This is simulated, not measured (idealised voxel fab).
Proc. module: voxel trench capacitor
This is section cut - it's 210 nm across, gridded in 5 nm square cells.
Each cross-section below is a grid of square cells, stated as bands in top-down order, with one or more rows of cells making up each band.
For a band, the entry starts with two heights in nm, that of the top and then that of the bottom, and carries on with the band's materials in order from left to right, each alongside its width in nm; the word "edge to edge" beside a single material means it fills the band edge to edge, and "blank" means empty space.
Heights from 0 (as-received wafer is one material below). Bottom band endless downward, as "0 down".
Width spec "30 to 40" -> top row of cells at first value, bottom row at second value, equal per-row change in between.
Step note "same as before" = no cross-section cell changed.
Closed empty spaces (no open way to the top) of 8 cells or more are what "Entrapped void list" lists, each as width x height at distance from the left edge, nm for all three.
Whatever follows a step's settings on its line is a remark the simulator itself makes about that step.
You can add "overlay nm" to a step's line. For a step with a mask, it describes how far the mask lay to the right of its planned position, and a negative number describes a lay to the left.

### plan
step 1: RECEIVE (material Si)
step 2: CONFORMAL_DEP (material SiN; thk nm 5)
step 3: MASKED_ETCH (tone open; mask id TRENCH; width nm 30; pitch nm 60; etch materials SiN; depth nm 5; overlay nm 0)
step 4: MASKED_ETCH (tone open; mask id TRENCH; width nm 30; pitch nm 60; etch materials Si; depth nm 30; overlay nm 0)
step 5: CONFORMAL_DEP (material Al2O3; thk nm 5)
step 6: CONFORMAL_DEP (material TiN; thk nm 5)
step 7: FILL_DEP (material W; thk nm 10)
step 8: CMP (height nm 5)

### First of two wafers, processed according to plan

### Incoming wafer in cross-section (state: after step 1)
> 0 down = Si edge to edge
> Entrapped void list: none

### Sectional view: wafer, after step 2
> 5 to 0 = SiN edge to edge
> For the remainder of the cross-section, below 0, there is no change.

### Sectional view: wafer, after step 3
> 5 to 0 = SiN 30 nm  blank 30 nm  SiN 30 nm  blank 30 nm  SiN 30 nm  blank 30 nm  SiN 30 nm
> For the remainder of the cross-section, below 0, there is no change.

### Sectional view: wafer, after step 4
> 5 to 0 = SiN 30 nm  blank 30 nm  SiN 30 nm  blank 30 nm  SiN 30 nm  blank 30 nm  SiN 30 nm
> 0 to -30 = Si 30 nm  blank 30 nm  Si 30 nm  blank 30 nm  Si 30 nm  blank 30 nm  Si 30 nm
> For the remainder of the cross-section, below -30, there is no change.

### Sectional view: wafer, after step 5
> 10 to 5 = Al2O3 35 nm  blank 20 nm  Al2O3 40 nm  blank 20 nm  Al2O3 40 nm  blank 20 nm  Al2O3 35 nm
> 5 to 0 = SiN 30 nm  Al2O3 5 nm  blank 20 nm  Al2O3 5 nm  SiN 30 nm  Al2O3 5 nm  blank 20 nm  Al2O3 5 nm  SiN 30 nm  Al2O3 5 nm  blank 20 nm  Al2O3 5 nm  SiN 30 nm
> 0 to -25 = Si 30 nm  Al2O3 5 nm  blank 20 nm  Al2O3 5 nm  Si 30 nm  Al2O3 5 nm  blank 20 nm  Al2O3 5 nm  Si 30 nm  Al2O3 5 nm  blank 20 nm  Al2O3 5 nm  Si 30 nm
> -25 to -30 = Si 30 nm  Al2O3 30 nm  Si 30 nm  Al2O3 30 nm  Si 30 nm  Al2O3 30 nm  Si 30 nm
> For the remainder of the cross-section, below -30, there is no change.

### Sectional view: wafer, after step 6
> 15 to 10 = TiN 40 nm  blank 10 nm  TiN 50 nm  blank 10 nm  TiN 50 nm  blank 10 nm  TiN 40 nm
> 10 to 5 = Al2O3 35 nm  TiN 5 nm  blank 10 nm  TiN 5 nm  Al2O3 40 nm  TiN 5 nm  blank 10 nm  TiN 5 nm  Al2O3 40 nm  TiN 5 nm  blank 10 nm  TiN 5 nm  Al2O3 35 nm
> 5 to 0 = SiN 30 nm  Al2O3 5 nm  TiN 5 nm  blank 10 nm  TiN 5 nm  Al2O3 5 nm  SiN 30 nm  Al2O3 5 nm  TiN 5 nm  blank 10 nm  TiN 5 nm  Al2O3 5 nm  SiN 30 nm  Al2O3 5 nm  TiN 5 nm  blank 10 nm  TiN 5 nm  Al2O3 5 nm  SiN 30 nm
> 0 to -20 = Si 30 nm  Al2O3 5 nm  TiN 5 nm  blank 10 nm  TiN 5 nm  Al2O3 5 nm  Si 30 nm  Al2O3 5 nm  TiN 5 nm  blank 10 nm  TiN 5 nm  Al2O3 5 nm  Si 30 nm  Al2O3 5 nm  TiN 5 nm  blank 10 nm  TiN 5 nm  Al2O3 5 nm  Si 30 nm
> -20 to -25 = Si 30 nm  Al2O3 5 nm  TiN 20 nm  Al2O3 5 nm  Si 30 nm  Al2O3 5 nm  TiN 20 nm  Al2O3 5 nm  Si 30 nm  Al2O3 5 nm  TiN 20 nm  Al2O3 5 nm  Si 30 nm
> For the remainder of the cross-section, below -25, there is no change.

### Sectional view: wafer, after step 7
> 25 to 15 = W edge to edge
> 15 to 10 = TiN 40 nm  W 10 nm  TiN 50 nm  W 10 nm  TiN 50 nm  W 10 nm  TiN 40 nm
> 10 to 5 = Al2O3 35 nm  TiN 5 nm  W 10 nm  TiN 5 nm  Al2O3 40 nm  TiN 5 nm  W 10 nm  TiN 5 nm  Al2O3 40 nm  TiN 5 nm  W 10 nm  TiN 5 nm  Al2O3 35 nm
> 5 to 0 = SiN 30 nm  Al2O3 5 nm  TiN 5 nm  W 10 nm  TiN 5 nm  Al2O3 5 nm  SiN 30 nm  Al2O3 5 nm  TiN 5 nm  W 10 nm  TiN 5 nm  Al2O3 5 nm  SiN 30 nm  Al2O3 5 nm  TiN 5 nm  W 10 nm  TiN 5 nm  Al2O3 5 nm  SiN 30 nm
> 0 to -20 = Si 30 nm  Al2O3 5 nm  TiN 5 nm  W 10 nm  TiN 5 nm  Al2O3 5 nm  Si 30 nm  Al2O3 5 nm  TiN 5 nm  W 10 nm  TiN 5 nm  Al2O3 5 nm  Si 30 nm  Al2O3 5 nm  TiN 5 nm  W 10 nm  TiN 5 nm  Al2O3 5 nm  Si 30 nm
> For the remainder of the cross-section, below -20, there is no change.

### Sectional view: wafer, after step 8
> 5 to 0 = SiN 30 nm  Al2O3 5 nm  TiN 5 nm  W 10 nm  TiN 5 nm  Al2O3 5 nm  SiN 30 nm  Al2O3 5 nm  TiN 5 nm  W 10 nm  TiN 5 nm  Al2O3 5 nm  SiN 30 nm  Al2O3 5 nm  TiN 5 nm  W 10 nm  TiN 5 nm  Al2O3 5 nm  SiN 30 nm
> For the remainder of the cross-section, below 0, there is no change.

### The second wafer began exactly as the first did and followed the same plan, but one mistake was made while running it; through step 4 inclusive, the two wafers are identical

### when step 5 should have ended
> 10 to 5 = TiN 35 nm  blank 20 nm  TiN 40 nm  blank 20 nm  TiN 40 nm  blank 20 nm  TiN 35 nm
> 5 to 0 = SiN 30 nm  TiN 5 nm  blank 20 nm  TiN 5 nm  SiN 30 nm  TiN 5 nm  blank 20 nm  TiN 5 nm  SiN 30 nm  TiN 5 nm  blank 20 nm  TiN 5 nm  SiN 30 nm
> 0 to -25 = Si 30 nm  TiN 5 nm  blank 20 nm  TiN 5 nm  Si 30 nm  TiN 5 nm  blank 20 nm  TiN 5 nm  Si 30 nm  TiN 5 nm  blank 20 nm  TiN 5 nm  Si 30 nm
> -25 to -30 = Si 30 nm  TiN 30 nm  Si 30 nm  TiN 30 nm  Si 30 nm  TiN 30 nm  Si 30 nm
> For the remainder of the cross-section, below -30, there is no change.

### when step 6 should have ended
> 15 to 10 = Al2O3 40 nm  blank 10 nm  Al2O3 50 nm  blank 10 nm  Al2O3 50 nm  blank 10 nm  Al2O3 40 nm
> 10 to 5 = TiN 35 nm  Al2O3 5 nm  blank 10 nm  Al2O3 5 nm  TiN 40 nm  Al2O3 5 nm  blank 10 nm  Al2O3 5 nm  TiN 40 nm  Al2O3 5 nm  blank 10 nm  Al2O3 5 nm  TiN 35 nm
> 5 to 0 = SiN 30 nm  TiN 5 nm  Al2O3 5 nm  blank 10 nm  Al2O3 5 nm  TiN 5 nm  SiN 30 nm  TiN 5 nm  Al2O3 5 nm  blank 10 nm  Al2O3 5 nm  TiN 5 nm  SiN 30 nm  TiN 5 nm  Al2O3 5 nm  blank 10 nm  Al2O3 5 nm  TiN 5 nm  SiN 30 nm
> 0 to -20 = Si 30 nm  TiN 5 nm  Al2O3 5 nm  blank 10 nm  Al2O3 5 nm  TiN 5 nm  Si 30 nm  TiN 5 nm  Al2O3 5 nm  blank 10 nm  Al2O3 5 nm  TiN 5 nm  Si 30 nm  TiN 5 nm  Al2O3 5 nm  blank 10 nm  Al2O3 5 nm  TiN 5 nm  Si 30 nm
> -20 to -25 = Si 30 nm  TiN 5 nm  Al2O3 20 nm  TiN 5 nm  Si 30 nm  TiN 5 nm  Al2O3 20 nm  TiN 5 nm  Si 30 nm  TiN 5 nm  Al2O3 20 nm  TiN 5 nm  Si 30 nm
> For the remainder of the cross-section, below -25, there is no change.

### when step 7 should have ended
> 25 to 15 = W edge to edge
> 15 to 10 = Al2O3 40 nm  W 10 nm  Al2O3 50 nm  W 10 nm  Al2O3 50 nm  W 10 nm  Al2O3 40 nm
> 10 to 5 = TiN 35 nm  Al2O3 5 nm  W 10 nm  Al2O3 5 nm  TiN 40 nm  Al2O3 5 nm  W 10 nm  Al2O3 5 nm  TiN 40 nm  Al2O3 5 nm  W 10 nm  Al2O3 5 nm  TiN 35 nm
> 5 to 0 = SiN 30 nm  TiN 5 nm  Al2O3 5 nm  W 10 nm  Al2O3 5 nm  TiN 5 nm  SiN 30 nm  TiN 5 nm  Al2O3 5 nm  W 10 nm  Al2O3 5 nm  TiN 5 nm  SiN 30 nm  TiN 5 nm  Al2O3 5 nm  W 10 nm  Al2O3 5 nm  TiN 5 nm  SiN 30 nm
> 0 to -20 = Si 30 nm  TiN 5 nm  Al2O3 5 nm  W 10 nm  Al2O3 5 nm  TiN 5 nm  Si 30 nm  TiN 5 nm  Al2O3 5 nm  W 10 nm  Al2O3 5 nm  TiN 5 nm  Si 30 nm  TiN 5 nm  Al2O3 5 nm  W 10 nm  Al2O3 5 nm  TiN 5 nm  Si 30 nm
> For the remainder of the cross-section, below -20, there is no change.

### when step 8 should have ended
> 5 to 0 = SiN 30 nm  TiN 5 nm  Al2O3 5 nm  W 10 nm  Al2O3 5 nm  TiN 5 nm  SiN 30 nm  TiN 5 nm  Al2O3 5 nm  W 10 nm  Al2O3 5 nm  TiN 5 nm  SiN 30 nm  TiN 5 nm  Al2O3 5 nm  W 10 nm  Al2O3 5 nm  TiN 5 nm  SiN 30 nm
> For the remainder of the cross-section, below 0, there is no change.
Run error: transposition of steps 5 and 6 relative to the planned sequence
Wafer comparison, final, in cells, second relative to first, materials more or fewer: Al2O3 -12, TiN +12
